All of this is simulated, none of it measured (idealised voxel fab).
The following process module bears the name voxel transistor to metal.
This is section cut - it's 150 nm across, gridded in 5 nm square cells.
Heads up, the way a cross-section reads in here is a grid of square cells, handed over as bands from the top down, with every band being one or more rows of cells.
Heads up on the band format: heights come first, top then bottom, in nm. After that it's the materials left to right, each with its width in nm. A single material flagged "edge to edge" fills the whole band edge to edge, and "air" means there's empty space there.
Basically, 0 is our baseline, since under it the wafer straight out of the box is all one material. The bottom band has no lower end and keeps on going down, so it looks like "0 -> down".
A width such as "30..40" changes by the same amount from each row of cells to the next, from the band's top row to its bottom row.
Reading "left unchanged" for a step: not a cell of the cross-section changed in it.
"Entrapped voids" enumerates empty spaces isolated from the top, with no open way to it, that contain at least 8 cells, giving each as width x height at distance from the left edge, all three in nm.
On a step's line, text after the settings is the simulator commenting on that step.
Among the settings permitted on a step's line is "overlay nm"; applied to a step with a mask, it specifies the extent to which the mask lay to the right of its planned position, whereas a negative figure signifies a position to the left.

These are the steps we planned for the process:
1: RECEIVE (material Si)
2: OXIDIZE (depth nm 5)
3: CONFORMAL_DEP (material SiN; thk nm 10)
4: MASKED_ETCH (tone cover; mask id ACTIVE; width nm 110; etch materials SiN; depth nm 10; overlay nm 0)
5: MASKED_ETCH (tone cover; mask id ACTIVE; width nm 110; etch materials SiO2; depth nm 5; overlay nm 0)
6: MASKED_ETCH (tone cover; mask id ACTIVE; width nm 110; etch materials Si; depth nm 30; overlay nm 0)
7: OXIDIZE (depth nm 5)
8: FILL_DEP (material SiO2; thk nm 10)
9: CMP (height nm 10)
10: SELECTIVE_ETCH (etch materials SiO2; depth nm 5)
11: STRIP (etch materials SiN)
12: SELECTIVE_ETCH (etch materials SiO2; depth nm 5)
13: OXIDIZE (depth nm 5)
14: DIRECTIONAL_DEP (material polySi; thk nm 25)
15: DIRECTIONAL_DEP (material SiCN; thk nm 10)
16: PATTERN (tone cover; mask id GATE; material resist; width nm 30; thk nm 20; overlay nm 0)
17: DIRECTIONAL_ETCH (etch materials SiCN; depth nm 20)
18: DIRECTIONAL_ETCH (etch materials polySi; depth nm 35)
19: STRIP (etch materials resist)
20: CONFORMAL_DEP (material SiN; thk nm 10)
21: DIRECTIONAL_ETCH (etch materials SiN; depth nm 10)
22: DIRECTIONAL_ETCH (etch materials SiO2; depth nm 5)
23: EPI (material SiGe; thk nm 5)
24: FILL_DEP (material SiO2; thk nm 5)
25: CMP (height nm 20)
26: STRIP (etch materials polySi)
27: SELECTIVE_ETCH (etch materials SiO2; depth nm 5)
28: CONFORMAL_DEP (material HfO2; thk nm 5)
29: CONFORMAL_DEP (material TiN; thk nm 5)
30: FILL_DEP (material W; thk nm 10)
31: CMP (height nm 15)
32: DIRECTIONAL_DEP (material SiO2; thk nm 10)
33: MASKED_ETCH (tone open; mask id CONTACT; width nm 20; pitch nm 80; etch materials SiO2; depth nm 30; overlay nm 0)
34: CONFORMAL_DEP (material TiN; thk nm 5)
35: FILL_DEP (material W; thk nm 10)
36: CMP (height nm 25)
37: DIRECTIONAL_DEP (material TiN; thk nm 5)
38: DIRECTIONAL_DEP (material W; thk nm 20)
39: DIRECTIONAL_DEP (material aC; thk nm 15)
40: PATTERN (tone cover; mask id METAL_1; material resist; width nm 20; pitch nm 80; thk nm 35; overlay nm 0)
41: DIRECTIONAL_ETCH (etch materials aC; depth nm 15)
42: STRIP (etch materials resist)
43: DIRECTIONAL_ETCH (etch materials W; depth nm 20)
44: DIRECTIONAL_ETCH (etch materials TiN; depth nm 5)
45: STRIP (etch materials aC)
46: CONFORMAL_DEP (material SiN; thk nm 5)
47: FILL_DEP (material lowk; thk nm 10)
48: CMP (height nm 50)
49: CONFORMAL_DEP (material SiN; thk nm 5)

First of two wafers, with the run carried out as planned:

Delivered wafer in cross-section: state after step 1:
> 0 -> down | Si edge to edge
> Entrapped voids: none

Cross-section of the wafer subsequent to step 2:
> 0 -> -5 | SiO2 edge to edge
> below -5: unchanged

Cross-section of the wafer subsequent to step 3:
> 10 -> 0 | SiN edge to edge
> below 0: unchanged

Cross-section of the wafer subsequent to step 4:
> 10 -> 0 | air 20, SiN 110, air 20
> below 0: unchanged

Cross-section of the wafer subsequent to step 5:
> 10 -> 0 | air 20, SiN 110, air 20
> 0 -> -5 | air 20, SiO2 110, air 20
> below -5: unchanged

Cross-section of the wafer subsequent to step 6:
> 10 -> 0 | air 20, SiN 110, air 20
> 0 -> -5 | air 20, SiO2 110, air 20
> -5 -> -35 | air 20, Si 110, air 20
> below -35: unchanged

Cross-section of the wafer subsequent to step 7:
> 10 -> 0 | air 20, SiN 110, air 20
> 0 -> -5 | air 20, SiO2 110, air 20
> -5 -> -35 | air 20, SiO2 5, Si 100, SiO2 5, air 20
> -35 -> -40 | SiO2 25, Si 100, SiO2 25
> below -40: unchanged

Cross-section of the wafer subsequent to step 8:
> 20 -> 10 | SiO2 edge to edge
> 10 -> 0 | SiO2 20, SiN 110, SiO2 20
> 0 -> -5 | SiO2 edge to edge
> -5 -> -40 | SiO2 25, Si 100, SiO2 25
> below -40: unchanged

Cross-section of the wafer subsequent to step 9:
> 10 -> 0 | SiO2 20, SiN 110, SiO2 20
> below 0: unchanged

Cross-section of the wafer subsequent to step 10:
> 10 -> 5 | air 20, SiN 110, air 20
> below 5: unchanged

Cross-section of the wafer subsequent to step 11:
> 5 -> 0 | SiO2 20, air 110, SiO2 20
> below 0: unchanged

Cross-section of the wafer subsequent to step 12:
> 0 -> -5 | SiO2 15, air 120, SiO2 15
> below -5: unchanged

Cross-section of the wafer subsequent to step 13:
> 0 -> -5 | SiO2 15, air 120, SiO2 15
> -5 -> -10 | SiO2 edge to edge
> below -10: unchanged

Cross-section of the wafer subsequent to step 14:
> 25 -> 20 | polySi 15, air 120, polySi 15
> 20 -> 0 | polySi edge to edge
> 0 -> -5 | SiO2 15, polySi 120, SiO2 15
> below -5: unchanged

Cross-section of the wafer subsequent to step 15:
> 35 -> 30 | SiCN 15, air 120, SiCN 15
> 30 -> 25 | SiCN edge to edge
> 25 -> 20 | polySi 15, SiCN 120, polySi 15
> below 20: unchanged

Cross-section of the wafer subsequent to step 16:
> 55 -> 35 | air 60, resist 30, air 60
> 35 -> 30 | SiCN 15, air 45, resist 30, air 45, SiCN 15
> below 30: unchanged

Cross-section of the wafer subsequent to step 17:
> 55 -> 30 | air 60, resist 30, air 60
> 30 -> 25 | air 60, SiCN 30, air 60
> 25 -> 20 | polySi 15, air 45, SiCN 30, air 45, polySi 15
> below 20: unchanged

Cross-section of the wafer subsequent to step 18:
> 55 -> 30 | air 60, resist 30, air 60
> 30 -> 20 | air 60, SiCN 30, air 60
> 20 -> 0 | air 60, polySi 30, air 60
> 0 -> -5 | SiO2 15, air 45, polySi 30, air 45, SiO2 15
> below -5: unchanged

Cross-section of the wafer subsequent to step 19:
> 30 -> 20 | air 60, SiCN 30, air 60
> below 20: unchanged

Cross-section of the wafer subsequent to step 20:
> 40 -> 30 | air 50, SiN 50, air 50
> 30 -> 20 | air 50, SiN 10, SiCN 30, SiN 10, air 50
> 20 -> 10 | air 50, SiN 10, polySi 30, SiN 10, air 50
> 10 -> 5 | SiN 25, air 25, SiN 10, polySi 30, SiN 10, air 25, SiN 25
> 5 -> 0 | SiN 60, polySi 30, SiN 60
> 0 -> -5 | SiO2 15, SiN 45, polySi 30, SiN 45, SiO2 15
> below -5: unchanged

Cross-section of the wafer subsequent to step 21:
> 30 -> 20 | air 50, SiN 10, SiCN 30, SiN 10, air 50
> 20 -> 0 | air 50, SiN 10, polySi 30, SiN 10, air 50
> 0 -> -5 | SiO2 15, SiN 10, air 25, SiN 10, polySi 30, SiN 10, air 25, SiN 10, SiO2 15
> below -5: unchanged

Cross-section of the wafer subsequent to step 22:
> 30 -> 20 | air 50, SiN 10, SiCN 30, SiN 10, air 50
> 20 -> 0 | air 50, SiN 10, polySi 30, SiN 10, air 50
> 0 -> -5 | air 15, SiN 10, air 25, SiN 10, polySi 30, SiN 10, air 25, SiN 10, air 15
> -5 -> -10 | SiO2 25, air 25, SiO2 50, air 25, SiO2 25
> below -10: unchanged

Cross-section of the wafer subsequent to step 23:
> 30 -> 20 | air 50, SiN 10, SiCN 30, SiN 10, air 50
> 20 -> 0 | air 50, SiN 10, polySi 30, SiN 10, air 50
> 0 -> -5 | air 15, SiN 10, air 25, SiN 10, polySi 30, SiN 10, air 25, SiN 10, air 15
> -5 -> -10 | SiO2 25, SiGe 25, SiO2 50, SiGe 25, SiO2 25
> below -10: unchanged

Cross-section of the wafer subsequent to step 24:
> 35 -> 30 | SiO2 edge to edge
> 30 -> 20 | SiO2 50, SiN 10, SiCN 30, SiN 10, SiO2 50
> 20 -> 0 | SiO2 50, SiN 10, polySi 30, SiN 10, SiO2 50
> 0 -> -5 | SiO2 15, SiN 10, SiO2 25, SiN 10, polySi 30, SiN 10, SiO2 25, SiN 10, SiO2 15
> below -5: unchanged

Cross-section of the wafer subsequent to step 25:
> 20 -> 0 | SiO2 50, SiN 10, polySi 30, SiN 10, SiO2 50
> below 0: unchanged

Cross-section of the wafer subsequent to step 26:
> 20 -> 0 | SiO2 50, SiN 10, air 30, SiN 10, SiO2 50
> 0 -> -5 | SiO2 15, SiN 10, SiO2 25, SiN 10, air 30, SiN 10, SiO2 25, SiN 10, SiO2 15
> below -5: unchanged

Cross-section of the wafer subsequent to step 27:
> 20 -> 15 | air 50, SiN 10, air 30, SiN 10, air 50
> 15 -> 0 | SiO2 50, SiN 10, air 30, SiN 10, SiO2 50
> 0 -> -5 | SiO2 15, SiN 10, SiO2 25, SiN 10, air 30, SiN 10, SiO2 25, SiN 10, SiO2 15
> -5 -> -10 | SiO2 25, SiGe 25, SiO2 5, air 40, SiO2 5, SiGe 25, SiO2 25
> below -10: unchanged

Cross-section of the wafer subsequent to step 28:
> 25 -> 20 | air 45, HfO2 20, air 20, HfO2 20, air 45
> 20 -> 15 | HfO2 50, SiN 10, HfO2 5, air 20, HfO2 5, SiN 10, HfO2 50
> 15 -> 0 | SiO2 50, SiN 10, HfO2 5, air 20, HfO2 5, SiN 10, SiO2 50
> 0 -> -5 | SiO2 15, SiN 10, SiO2 25, SiN 10, HfO2 5, air 20, HfO2 5, SiN 10, SiO2 25, SiN 10, SiO2 15
> -5 -> -10 | SiO2 25, SiGe 25, SiO2 5, HfO2 40, SiO2 5, SiGe 25, SiO2 25
> below -10: unchanged

Cross-section of the wafer subsequent to step 29:
> 30 -> 25 | air 40, TiN 30, air 10, TiN 30, air 40
> 25 -> 20 | TiN 45, HfO2 20, TiN 5, air 10, TiN 5, HfO2 20, TiN 45
> 20 -> 15 | HfO2 50, SiN 10, HfO2 5, TiN 5, air 10, TiN 5, HfO2 5, SiN 10, HfO2 50
> 15 -> 0 | SiO2 50, SiN 10, HfO2 5, TiN 5, air 10, TiN 5, HfO2 5, SiN 10, SiO2 50
> 0 -> -5 | SiO2 15, SiN 10, SiO2 25, SiN 10, HfO2 5, TiN 20, HfO2 5, SiN 10, SiO2 25, SiN 10, SiO2 15
> below -5: unchanged

Cross-section of the wafer subsequent to step 30:
> 40 -> 30 | W edge to edge
> 30 -> 25 | W 40, TiN 30, W 10, TiN 30, W 40
> 25 -> 20 | TiN 45, HfO2 20, TiN 5, W 10, TiN 5, HfO2 20, TiN 45
> 20 -> 15 | HfO2 50, SiN 10, HfO2 5, TiN 5, W 10, TiN 5, HfO2 5, SiN 10, HfO2 50
> 15 -> 0 | SiO2 50, SiN 10, HfO2 5, TiN 5, W 10, TiN 5, HfO2 5, SiN 10, SiO2 50
> below 0: unchanged

Cross-section of the wafer subsequent to step 31:
> 15 -> 0 | SiO2 50, SiN 10, HfO2 5, TiN 5, W 10, TiN 5, HfO2 5, SiN 10, SiO2 50
> below 0: unchanged

Cross-section of the wafer subsequent to step 32:
> 25 -> 15 | SiO2 edge to edge
> below 15: unchanged

Cross-section of the wafer subsequent to step 33:
> 25 -> 15 | SiO2 25, air 20, SiO2 60, air 20, SiO2 25
> 15 -> 0 | SiO2 25, air 20, SiO2 5, SiN 10, HfO2 5, TiN 5, W 10, TiN 5, HfO2 5, SiN 10, SiO2 5, air 20, SiO2 25
> 0 -> -5 | SiO2 15, SiN 10, air 20, SiO2 5, SiN 10, HfO2 5, TiN 20, HfO2 5, SiN 10, SiO2 5, air 20, SiN 10, SiO2 15
> below -5: unchanged

Cross-section of the wafer subsequent to step 34:
> 30 -> 25 | TiN 30, air 10, TiN 70, air 10, TiN 30
> 25 -> 15 | SiO2 25, TiN 5, air 10, TiN 5, SiO2 60, TiN 5, air 10, TiN 5, SiO2 25
> 15 -> 0 | SiO2 25, TiN 5, air 10, TiN 5, SiO2 5, SiN 10, HfO2 5, TiN 5, W 10, TiN 5, HfO2 5, SiN 10, SiO2 5, TiN 5, air 10, TiN 5, SiO2 25
> 0 -> -5 | SiO2 15, SiN 10, TiN 20, SiO2 5, SiN 10, HfO2 5, TiN 20, HfO2 5, SiN 10, SiO2 5, TiN 20, SiN 10, SiO2 15
> below -5: unchanged

Cross-section of the wafer subsequent to step 35:
> 40 -> 30 | W edge to edge
> 30 -> 25 | TiN 30, W 10, TiN 70, W 10, TiN 30
> 25 -> 15 | SiO2 25, TiN 5, W 10, TiN 5, SiO2 60, TiN 5, W 10, TiN 5, SiO2 25
> 15 -> 0 | SiO2 25, TiN 5, W 10, TiN 5, SiO2 5, SiN 10, HfO2 5, TiN 5, W 10, TiN 5, HfO2 5, SiN 10, SiO2 5, TiN 5, W 10, TiN 5, SiO2 25
> below 0: unchanged

Cross-section of the wafer subsequent to step 36:
> 25 -> 15 | SiO2 25, TiN 5, W 10, TiN 5, SiO2 60, TiN 5, W 10, TiN 5, SiO2 25
> below 15: unchanged

Cross-section of the wafer subsequent to step 37:
> 30 -> 25 | TiN edge to edge
> below 25: unchanged

Cross-section of the wafer subsequent to step 38:
> 50 -> 30 | W edge to edge
> below 30: unchanged

Cross-section of the wafer subsequent to step 39:
> 65 -> 50 | aC edge to edge
> below 50: unchanged

Cross-section of the wafer subsequent to step 40:
> 100 -> 65 | air 25, resist 20, air 60, resist 20, air 25
> below 65: unchanged

Cross-section of the wafer subsequent to step 41:
> 85 -> 65 | air 25, resist 20, air 60, resist 20, air 25
> 65 -> 50 | air 25, aC 20, air 60, aC 20, air 25
> below 50: unchanged

Cross-section of the wafer subsequent to step 42:
> 65 -> 50 | air 25, aC 20, air 60, aC 20, air 25
> below 50: unchanged

Cross-section of the wafer subsequent to step 43:
> 65 -> 50 | air 25, aC 20, air 60, aC 20, air 25
> 50 -> 30 | air 25, W 20, air 60, W 20, air 25
> below 30: unchanged

Cross-section of the wafer subsequent to step 44:
> 65 -> 50 | air 25, aC 20, air 60, aC 20, air 25
> 50 -> 30 | air 25, W 20, air 60, W 20, air 25
> 30 -> 25 | air 25, TiN 20, air 60, TiN 20, air 25
> below 25: unchanged

Cross-section of the wafer subsequent to step 45:
> 50 -> 30 | air 25, W 20, air 60, W 20, air 25
> below 30: unchanged

Cross-section of the wafer subsequent to step 46:
> 55 -> 50 | air 20, SiN 30, air 50, SiN 30, air 20
> 50 -> 30 | air 20, SiN 5, W 20, SiN 5, air 50, SiN 5, W 20, SiN 5, air 20
> 30 -> 25 | SiN 25, TiN 20, SiN 60, TiN 20, SiN 25
> below 25: unchanged

Cross-section of the wafer subsequent to step 47:
> 65 -> 55 | lowk edge to edge
> 55 -> 50 | lowk 20, SiN 30, lowk 50, SiN 30, lowk 20
> 50 -> 30 | lowk 20, SiN 5, W 20, SiN 5, lowk 50, SiN 5, W 20, SiN 5, lowk 20
> below 30: unchanged

Cross-section of the wafer subsequent to step 48:
> 50 -> 30 | lowk 20, SiN 5, W 20, SiN 5, lowk 50, SiN 5, W 20, SiN 5, lowk 20
> below 30: unchanged

Cross-section of the wafer subsequent to step 49:
> 55 -> 50 | SiN edge to edge
> below 50: unchanged

Wafer two. Identical start, identical plan. One mistake in execution. Identical history through step 32:

Cross-section of the second wafer corresponding to the planned conclusion of step 33:
> 25 -> 15 | SiO2 20, air 20, SiO2 60, air 20, SiO2 30
> 15 -> 0 | SiO2 20, air 20, SiO2 10, SiN 10, HfO2 5, TiN 5, W 10, TiN 5, HfO2 5, SiN 10, air 20, SiO2 30
> 0 -> -5 | SiO2 15, SiN 10, air 15, SiO2 10, SiN 10, HfO2 5, TiN 20, HfO2 5, SiN 10, air 20, SiO2 5, SiN 10, SiO2 15
> below -5: unchanged

Cross-section of the second wafer corresponding to the planned conclusion of step 34:
> 30 -> 25 | TiN 25, air 10, TiN 70, air 10, TiN 35
> 25 -> 15 | SiO2 20, TiN 5, air 10, TiN 5, SiO2 60, TiN 5, air 10, TiN 5, SiO2 30
> 15 -> 5 | SiO2 20, TiN 5, air 10, TiN 5, SiO2 10, SiN 10, HfO2 5, TiN 5, W 10, TiN 5, HfO2 5, SiN 10, TiN 5, air 10, TiN 5, SiO2 30
> 5 -> 0 | SiO2 20, TiN 10, air 5, TiN 5, SiO2 10, SiN 10, HfO2 5, TiN 5, W 10, TiN 5, HfO2 5, SiN 10, TiN 5, air 10, TiN 5, SiO2 30
> 0 -> -5 | SiO2 15, SiN 10, TiN 15, SiO2 10, SiN 10, HfO2 5, TiN 20, HfO2 5, SiN 10, TiN 20, SiO2 5, SiN 10, SiO2 15
> below -5: unchanged

Cross-section of the second wafer corresponding to the planned conclusion of step 35:
> 40 -> 30 | W edge to edge
> 30 -> 25 | TiN 25, W 10, TiN 70, W 10, TiN 35
> 25 -> 15 | SiO2 20, TiN 5, W 10, TiN 5, SiO2 60, TiN 5, W 10, TiN 5, SiO2 30
> 15 -> 5 | SiO2 20, TiN 5, W 10, TiN 5, SiO2 10, SiN 10, HfO2 5, TiN 5, W 10, TiN 5, HfO2 5, SiN 10, TiN 5, W 10, TiN 5, SiO2 30
> 5 -> 0 | SiO2 20, TiN 10, W 5, TiN 5, SiO2 10, SiN 10, HfO2 5, TiN 5, W 10, TiN 5, HfO2 5, SiN 10, TiN 5, W 10, TiN 5, SiO2 30
> below 0: unchanged

Cross-section of the second wafer corresponding to the planned conclusion of step 36:
> 25 -> 15 | SiO2 20, TiN 5, W 10, TiN 5, SiO2 60, TiN 5, W 10, TiN 5, SiO2 30
> below 15: unchanged

Cross-section of the second wafer corresponding to the planned conclusion of step 37:
> 30 -> 25 | TiN edge to edge
> below 25: unchanged

Cross-section of the second wafer corresponding to the planned conclusion of step 38:
> 50 -> 30 | W edge to edge
> below 30: unchanged

Cross-section of the second wafer corresponding to the planned conclusion of step 39:
> 65 -> 50 | aC edge to edge
> below 50: unchanged

Cross-section of the second wafer corresponding to the planned conclusion of step 40:
> 100 -> 65 | air 25, resist 20, air 60, resist 20, air 25
> below 65: unchanged

Cross-section of the second wafer corresponding to the planned conclusion of step 41:
> 85 -> 65 | air 25, resist 20, air 60, resist 20, air 25
> 65 -> 50 | air 25, aC 20, air 60, aC 20, air 25
> below 50: unchanged

Cross-section of the second wafer corresponding to the planned conclusion of step 42:
> 65 -> 50 | air 25, aC 20, air 60, aC 20, air 25
> below 50: unchanged

Cross-section of the second wafer corresponding to the planned conclusion of step 43:
> 65 -> 50 | air 25, aC 20, air 60, aC 20, air 25
> 50 -> 30 | air 25, W 20, air 60, W 20, air 25
> below 30: unchanged

Cross-section of the second wafer corresponding to the planned conclusion of step 44:
> 65 -> 50 | air 25, aC 20, air 60, aC 20, air 25
> 50 -> 30 | air 25, W 20, air 60, W 20, air 25
> 30 -> 25 | air 25, TiN 20, air 60, TiN 20, air 25
> below 25: unchanged

Cross-section of the second wafer corresponding to the planned conclusion of step 45:
> 50 -> 30 | air 25, W 20, air 60, W 20, air 25
> below 30: unchanged

Cross-section of the second wafer corresponding to the planned conclusion of step 46:
> 55 -> 50 | air 20, SiN 30, air 50, SiN 30, air 20
> 50 -> 30 | air 20, SiN 5, W 20, SiN 5, air 50, SiN 5, W 20, SiN 5, air 20
> 30 -> 25 | SiN 25, TiN 20, SiN 60, TiN 20, SiN 25
> below 25: unchanged

Cross-section of the second wafer corresponding to the planned conclusion of step 47:
> 65 -> 55 | lowk edge to edge
> 55 -> 50 | lowk 20, SiN 30, lowk 50, SiN 30, lowk 20
> 50 -> 30 | lowk 20, SiN 5, W 20, SiN 5, lowk 50, SiN 5, W 20, SiN 5, lowk 20
> below 30: unchanged

Cross-section of the second wafer corresponding to the planned conclusion of step 48:
> 50 -> 30 | lowk 20, SiN 5, W 20, SiN 5, lowk 50, SiN 5, W 20, SiN 5, lowk 20
> below 30: unchanged

Cross-section of the second wafer corresponding to the planned conclusion of step 49:
> 55 -> 50 | SiN edge to edge
> below 50: unchanged
Run error: step 33 was run on a setting that differed from the plan, and what really ran there is MASKED_ETCH (tone open; mask id CONTACT; width nm 20; pitch nm 80; etch materials SiO2; depth nm 30; overlay nm -5)
The second wafer ends with more or fewer cells of some materials than the first, per final count: +1 SiO2; -1 W
